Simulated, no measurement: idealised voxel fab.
Process module under the name voxel capacitor over wiring
Square cells of 5 nm make up the cross-section cut, whose width is 155 nm.
Bands, listed from the top down, are how a cross-section gets written in this document; the cross-section itself is a grid of square cells, and a band is one or more rows of them.
Heads up on the band format: heights come first, top then bottom, in nm. After that it's the materials left to right, each with its width in nm. A single material flagged "edge to edge" fills the whole band edge to edge, and "air" means there's empty space there.
Where do heights start? At 0: under that level the wafer as delivered is made of one material only. And the lowest band has no floor; it just carries on downward, as in "0 down".
A two-number width, for instance "30..40", indicates that the width is equal to the first number in the top row of the band and to the second number in the bottom row, and that it changes by a constant amount per row of cells.
Where the words "no change occurred" appear for a step, the cross-section shows no cell changed by that step; every cell remained as before.
In "Closed void roster" the enclosed voids are listed, meaning empty spaces of 8 cells or larger without any opening to the top. The form is width x height at distance, distance from the left edge, units nm.
Where a step's line continues beyond its settings, the continuation is a remark by the simulator itself on that step.
A step's line can hold "overlay nm"; with a mask on that step, the setting says how far right of the planned place the mask lay, while a negative setting says it lay to the left.
### Intended process steps
step 1: RECEIVE,material Si
step 2: CONFORMAL_DEP,material SiO2,thk nm 15
step 3: CONFORMAL_DEP,material SiCN,thk nm 5
step 4: DIRECTIONAL_DEP,material lowk,thk nm 25
step 5: DIRECTIONAL_DEP,material aC,thk nm 10
step 6: PATTERN,tone open,mask id METAL_1,material resist,width nm 20,pitch nm 85,thk nm 30,overlay nm 0
step 7: DIRECTIONAL_ETCH,etch materials aC,depth nm 10
step 8: STRIP,etch materials resist
step 9: DIRECTIONAL_ETCH,etch materials lowk,depth nm 25
step 10: DIRECTIONAL_ETCH,etch materials SiCN,depth nm 5
step 11: STRIP,etch materials aC
step 12: CONFORMAL_DEP,material TiN,thk nm 5
step 13: FILL_DEP,material Cu,thk nm 5
step 14: CMP,height nm 45
step 15: CONFORMAL_DEP,material SiCN,thk nm 5
step 16: DIRECTIONAL_DEP,material lowk,thk nm 15
step 17: DIRECTIONAL_DEP,material aC,thk nm 10
step 18: PATTERN,tone open,mask id PLUG_1,material resist,width nm 15,thk nm 25,overlay nm 0
step 19: DIRECTIONAL_ETCH,etch materials aC,depth nm 10
step 20: STRIP,etch materials resist
step 21: DIRECTIONAL_ETCH,etch materials lowk,depth nm 15
step 22: DIRECTIONAL_ETCH,etch materials SiCN,depth nm 5
step 23: STRIP,etch materials aC
step 24: EPI,material Ru,thk nm 10
step 25: EPI,material Ru,thk nm 10
step 26: DIRECTIONAL_DEP,material TiN,thk nm 5
step 27: DIRECTIONAL_DEP,material HfO2,thk nm 5
step 28: DIRECTIONAL_DEP,material TiN,thk nm 10
step 29: MASKED_ETCH,tone cover,mask id UPPER_PLATE,width nm 70,etch materials TiN,depth nm 10,overlay nm 0
step 30: MASKED_ETCH,tone cover,mask id UPPER_PLATE,width nm 70,etch materials HfO2,depth nm 5,overlay nm 0
step 31: PATTERN,tone cover,mask id LOWER_PLATE,material resist,width nm 80,thk nm 15,overlay nm 0
step 32: DIRECTIONAL_ETCH,etch materials TiN,depth nm 5
step 33: STRIP,etch materials resist
step 34: FILL_DEP,material SiO2,thk nm 15
step 35: CMP,height nm 95
step 36: DIRECTIONAL_DEP,material aC,thk nm 10
step 37: PATTERN,tone open,mask id PLUG_2,material resist,width nm 15,thk nm 30,overlay nm 0
step 38: DIRECTIONAL_ETCH,etch materials aC,depth nm 10
step 39: STRIP,etch materials resist
step 40: DIRECTIONAL_ETCH,etch materials SiO2,depth nm 10
step 41: STRIP,etch materials aC
step 42: CONFORMAL_DEP,material TiN,thk nm 5
step 43: FILL_DEP,material W,thk nm 10
step 44: CMP,height nm 95
step 45: CONFORMAL_DEP,material SiCN,thk nm 5
### First of two wafers: run as planned
### Cross-section: wafer on arrival = after step 1
- 0 down: Si edge to edge
- Closed void roster: none
### Cross-section through the wafer, step 2 finished
- 15 to 0: SiO2 edge to edge
- Below a height of 0, the structure has not been altered.
### Cross-section through the wafer, step 3 finished
- 20 to 15: SiCN edge to edge
- Below a height of 15, the structure has not been altered.
### Cross-section through the wafer, step 4 finished
- 45 to 20: lowk edge to edge
- Below a height of 20, the structure has not been altered.
### Cross-section through the wafer, step 5 finished
- 55 to 45: aC edge to edge
- Below a height of 45, the structure has not been altered.
### Cross-section through the wafer, step 6 finished
- 85 to 55: 25 nm resist  20 nm air  65 nm resist  20 nm air  25 nm resist
- Below a height of 55, the structure has not been altered.
### Cross-section through the wafer, step 7 finished
- 75 to 55: 25 nm resist  20 nm air  65 nm resist  20 nm air  25 nm resist
- 55 to 45: 25 nm aC  20 nm air  65 nm aC  20 nm air  25 nm aC
- Below a height of 45, the structure has not been altered.
### Cross-section through the wafer, step 8 finished
- 55 to 45: 25 nm aC  20 nm air  65 nm aC  20 nm air  25 nm aC
- Below a height of 45, the structure has not been altered.
### Cross-section through the wafer, step 9 finished
- 55 to 45: 25 nm aC  20 nm air  65 nm aC  20 nm air  25 nm aC
- 45 to 20: 25 nm lowk  20 nm air  65 nm lowk  20 nm air  25 nm lowk
- Below a height of 20, the structure has not been altered.
### Cross-section through the wafer, step 10 finished
- 55 to 45: 25 nm aC  20 nm air  65 nm aC  20 nm air  25 nm aC
- 45 to 20: 25 nm lowk  20 nm air  65 nm lowk  20 nm air  25 nm lowk
- 20 to 15: 25 nm SiCN  20 nm air  65 nm SiCN  20 nm air  25 nm SiCN
- Below a height of 15, the structure has not been altered.
### Cross-section through the wafer, step 11 finished
- 45 to 20: 25 nm lowk  20 nm air  65 nm lowk  20 nm air  25 nm lowk
- Below a height of 20, the structure has not been altered.
### Cross-section through the wafer, step 12 finished
- 50 to 45: 30 nm TiN  10 nm air  75 nm TiN  10 nm air  30 nm TiN
- 45 to 20: 25 nm lowk  5 nm TiN  10 nm air  5 nm TiN  65 nm lowk  5 nm TiN  10 nm air  5 nm TiN  25 nm lowk
- 20 to 15: 25 nm SiCN  20 nm TiN  65 nm SiCN  20 nm TiN  25 nm SiCN
- Below a height of 15, the structure has not been altered.
### Cross-section through the wafer, step 13 finished
- 55 to 50: Cu edge to edge
- 50 to 45: 30 nm TiN  10 nm Cu  75 nm TiN  10 nm Cu  30 nm TiN
- 45 to 20: 25 nm lowk  5 nm TiN  10 nm Cu  5 nm TiN  65 nm lowk  5 nm TiN  10 nm Cu  5 nm TiN  25 nm lowk
- Below a height of 20, the structure has not been altered.
### Cross-section through the wafer, step 14 finished
- 45 to 20: 25 nm lowk  5 nm TiN  10 nm Cu  5 nm TiN  65 nm lowk  5 nm TiN  10 nm Cu  5 nm TiN  25 nm lowk
- Below a height of 20, the structure has not been altered.
### Cross-section through the wafer, step 15 finished
- 50 to 45: SiCN edge to edge
- Below a height of 45, the structure has not been altered.
### Cross-section through the wafer, step 16 finished
- 65 to 50: lowk edge to edge
- Below a height of 50, the structure has not been altered.
### Cross-section through the wafer, step 17 finished
- 75 to 65: aC edge to edge
- Below a height of 65, the structure has not been altered.
### Cross-section through the wafer, step 18 finished
- 100 to 75: 30 nm resist  15 nm air  110 nm resist
- Below a height of 75, the structure has not been altered.
### Cross-section through the wafer, step 19 finished
- 90 to 75: 30 nm resist  15 nm air  110 nm resist
- 75 to 65: 30 nm aC  15 nm air  110 nm aC
- Below a height of 65, the structure has not been altered.
### Cross-section through the wafer, step 20 finished
- 75 to 65: 30 nm aC  15 nm air  110 nm aC
- Below a height of 65, the structure has not been altered.
### Cross-section through the wafer, step 21 finished
- 75 to 65: 30 nm aC  15 nm air  110 nm aC
- 65 to 50: 30 nm lowk  15 nm air  110 nm lowk
- Below a height of 50, the structure has not been altered.
### Cross-section through the wafer, step 22 finished
- 75 to 65: 30 nm aC  15 nm air  110 nm aC
- 65 to 50: 30 nm lowk  15 nm air  110 nm lowk
- 50 to 45: 30 nm SiCN  15 nm air  110 nm SiCN
- Below a height of 45, the structure has not been altered.
### Cross-section through the wafer, step 23 finished
- 65 to 50: 30 nm lowk  15 nm air  110 nm lowk
- Below a height of 50, the structure has not been altered.
### Cross-section through the wafer, step 24 finished
- 65 to 55: 30 nm lowk  15 nm air  110 nm lowk
- 55 to 50: 30 nm lowk  15 nm Ru  110 nm lowk
- 50 to 45: 30 nm SiCN  15 nm Ru  110 nm SiCN
- Below a height of 45, the structure has not been altered.
### Cross-section through the wafer, step 25 finished
- 65 to 50: 30 nm lowk  15 nm Ru  110 nm lowk
- Below a height of 50, the structure has not been altered.
### Cross-section through the wafer, step 26 finished
- 70 to 65: TiN edge to edge
- Below a height of 65, the structure has not been altered.
### Cross-section through the wafer, step 27 finished
- 75 to 70: HfO2 edge to edge
- Below a height of 70, the structure has not been altered.
### Cross-section through the wafer, step 28 finished
- 85 to 75: TiN edge to edge
- Below a height of 75, the structure has not been altered.
### Cross-section through the wafer, step 29 finished
- 85 to 75: 30 nm air  70 nm TiN  55 nm air
- Below a height of 75, the structure has not been altered.
### Cross-section through the wafer, step 30 finished
- 85 to 75: 30 nm air  70 nm TiN  55 nm air
- 75 to 70: 30 nm air  70 nm HfO2  55 nm air
- Below a height of 70, the structure has not been altered.
### Cross-section through the wafer, step 31 finished
- 100 to 85: 25 nm air  80 nm resist  50 nm air
- 85 to 75: 25 nm air  5 nm resist  70 nm TiN  5 nm resist  50 nm air
- 75 to 70: 25 nm air  5 nm resist  70 nm HfO2  5 nm resist  50 nm air
- Below a height of 70, the structure has not been altered.
### Cross-section through the wafer, step 32 finished
- 100 to 85: 25 nm air  80 nm resist  50 nm air
- 85 to 75: 25 nm air  5 nm resist  70 nm TiN  5 nm resist  50 nm air
- 75 to 70: 25 nm air  5 nm resist  70 nm HfO2  5 nm resist  50 nm air
- 70 to 65: 25 nm air  80 nm TiN  50 nm air
- Below a height of 65, the structure has not been altered.
### Cross-section through the wafer, step 33 finished
- 85 to 75: 30 nm air  70 nm TiN  55 nm air
- 75 to 70: 30 nm air  70 nm HfO2  55 nm air
- Below a height of 70, the structure has not been altered.
### Cross-section through the wafer, step 34 finished
- 100 to 85: SiO2 edge to edge
- 85 to 75: 30 nm SiO2  70 nm TiN  55 nm SiO2
- 75 to 70: 30 nm SiO2  70 nm HfO2  55 nm SiO2
- 70 to 65: 25 nm SiO2  80 nm TiN  50 nm SiO2
- Below a height of 65, the structure has not been altered.
### Cross-section through the wafer, step 35 finished
- 95 to 85: SiO2 edge to edge
- Below a height of 85, the structure has not been altered.
### Cross-section through the wafer, step 36 finished
- 105 to 95: aC edge to edge
- Below a height of 95, the structure has not been altered.
### Cross-section through the wafer, step 37 finished
- 135 to 105: 40 nm resist  15 nm air  100 nm resist
- Below a height of 105, the structure has not been altered.
### Cross-section through the wafer, step 38 finished
- 125 to 105: 40 nm resist  15 nm air  100 nm resist
- 105 to 95: 40 nm aC  15 nm air  100 nm aC
- Below a height of 95, the structure has not been altered.
### Cross-section through the wafer, step 39 finished
- 105 to 95: 40 nm aC  15 nm air  100 nm aC
- Below a height of 95, the structure has not been altered.
### Cross-section through the wafer, step 40 finished
- 105 to 95: 40 nm aC  15 nm air  100 nm aC
- 95 to 85: 40 nm SiO2  15 nm air  100 nm SiO2
- Below a height of 85, the structure has not been altered.
### Cross-section through the wafer, step 41 finished
- 95 to 85: 40 nm SiO2  15 nm air  100 nm SiO2
- Below a height of 85, the structure has not been altered.
### Cross-section through the wafer, step 42 finished
- 100 to 95: 45 nm TiN  5 nm air  105 nm TiN
- 95 to 90: 40 nm SiO2  5 nm TiN  5 nm air  5 nm TiN  100 nm SiO2
- 90 to 85: 40 nm SiO2  15 nm TiN  100 nm SiO2
- Below a height of 85, the structure has not been altered.
### Cross-section through the wafer, step 43 finished
- 110 to 100: W edge to edge
- 100 to 95: 45 nm TiN  5 nm W  105 nm TiN
- 95 to 90: 40 nm SiO2  5 nm TiN  5 nm W  5 nm TiN  100 nm SiO2
- Below a height of 90, the structure has not been altered.
### Cross-section through the wafer, step 44 finished
- 95 to 90: 40 nm SiO2  5 nm TiN  5 nm W  5 nm TiN  100 nm SiO2
- Below a height of 90, the structure has not been altered.
### Cross-section through the wafer, step 45 finished
- 100 to 95: SiCN edge to edge
- Below a height of 95, the structure has not been altered.
### Notes, second wafer: start = first wafer's, plan = first wafer's, execution had one mistake; history identical to first through step 25
### What the second wafer looks like in cross-section when step 26 should have wrapped up
- 80 to 65: TiN edge to edge
- Below a height of 65, the structure has not been altered.
### What the second wafer looks like in cross-section when step 27 should have wrapped up
- 85 to 80: HfO2 edge to edge
- Below a height of 80, the structure has not been altered.
### What the second wafer looks like in cross-section when step 28 should have wrapped up
- 95 to 85: TiN edge to edge
- Below a height of 85, the structure has not been altered.
### What the second wafer looks like in cross-section when step 29 should have wrapped up
- 95 to 85: 30 nm air  70 nm TiN  55 nm air
- Below a height of 85, the structure has not been altered.
### What the second wafer looks like in cross-section when step 30 should have wrapped up
- 95 to 85: 30 nm air  70 nm TiN  55 nm air
- 85 to 80: 30 nm air  70 nm HfO2  55 nm air
- Below a height of 80, the structure has not been altered.
### What the second wafer looks like in cross-section when step 31 should have wrapped up
- 110 to 95: 25 nm air  80 nm resist  50 nm air
- 95 to 85: 25 nm air  5 nm resist  70 nm TiN  5 nm resist  50 nm air
- 85 to 80: 25 nm air  5 nm resist  70 nm HfO2  5 nm resist  50 nm air
- Below a height of 80, the structure has not been altered.
### What the second wafer looks like in cross-section when step 32 should have wrapped up
- 110 to 95: 25 nm air  80 nm resist  50 nm air
- 95 to 85: 25 nm air  5 nm resist  70 nm TiN  5 nm resist  50 nm air
- 85 to 80: 25 nm air  5 nm resist  70 nm HfO2  5 nm resist  50 nm air
- 80 to 75: 25 nm air  80 nm TiN  50 nm air
- Below a height of 75, the structure has not been altered.
### What the second wafer looks like in cross-section when step 33 should have wrapped up
- 95 to 85: 30 nm air  70 nm TiN  55 nm air
- 85 to 80: 30 nm air  70 nm HfO2  55 nm air
- Below a height of 80, the structure has not been altered.
### What the second wafer looks like in cross-section when step 34 should have wrapped up
- 110 to 95: SiO2 edge to edge
- 95 to 85: 30 nm SiO2  70 nm TiN  55 nm SiO2
- 85 to 80: 30 nm SiO2  70 nm HfO2  55 nm SiO2
- 80 to 75: 25 nm SiO2  80 nm TiN  50 nm SiO2
- Below a height of 75, the structure has not been altered.
### What the second wafer looks like in cross-section when step 35 should have wrapped up
- 95 to 85: 30 nm SiO2  70 nm TiN  55 nm SiO2
- Below a height of 85, the structure has not been altered.
### What the second wafer looks like in cross-section when step 36 should have wrapped up
- 105 to 95: aC edge to edge
- Below a height of 95, the structure has not been altered.
### What the second wafer looks like in cross-section when step 37 should have wrapped up
- 135 to 105: 40 nm resist  15 nm air  100 nm resist
- Below a height of 105, the structure has not been altered.
### What the second wafer looks like in cross-section when step 38 should have wrapped up
- 125 to 105: 40 nm resist  15 nm air  100 nm resist
- 105 to 95: 40 nm aC  15 nm air  100 nm aC
- Below a height of 95, the structure has not been altered.
### What the second wafer looks like in cross-section when step 39 should have wrapped up
- 105 to 95: 40 nm aC  15 nm air  100 nm aC
- Below a height of 95, the structure has not been altered.
What the second wafer looks like in cross-section when step 40 should have wrapped up: no change occurred
### What the second wafer looks like in cross-section when step 41 should have wrapped up
- 95 to 85: 30 nm SiO2  70 nm TiN  55 nm SiO2
- Below a height of 85, the structure has not been altered.
### What the second wafer looks like in cross-section when step 42 should have wrapped up
- 100 to 95: TiN edge to edge
- Below a height of 95, the structure has not been altered.
### What the second wafer looks like in cross-section when step 43 should have wrapped up
- 110 to 100: W edge to edge
- Below a height of 100, the structure has not been altered.
### What the second wafer looks like in cross-section when step 44 should have wrapped up
- 95 to 85: 30 nm SiO2  70 nm TiN  55 nm SiO2
- Below a height of 85, the structure has not been altered.
### What the second wafer looks like in cross-section when step 45 should have wrapped up
- 100 to 95: SiCN edge to edge
- Below a height of 95, the structure has not been altered.
It is concluded that the wafer was processed incorrectly with respect to the plan, in that the process deviated at step 26: the operation and settings actually run there were DIRECTIONAL_DEP,material TiN,thk nm 15
It is noted that, at the conclusion of processing, the second wafer exhibits a higher or lower cell count for certain materials relative to the first: SiO2 -56, TiN +57, W -1
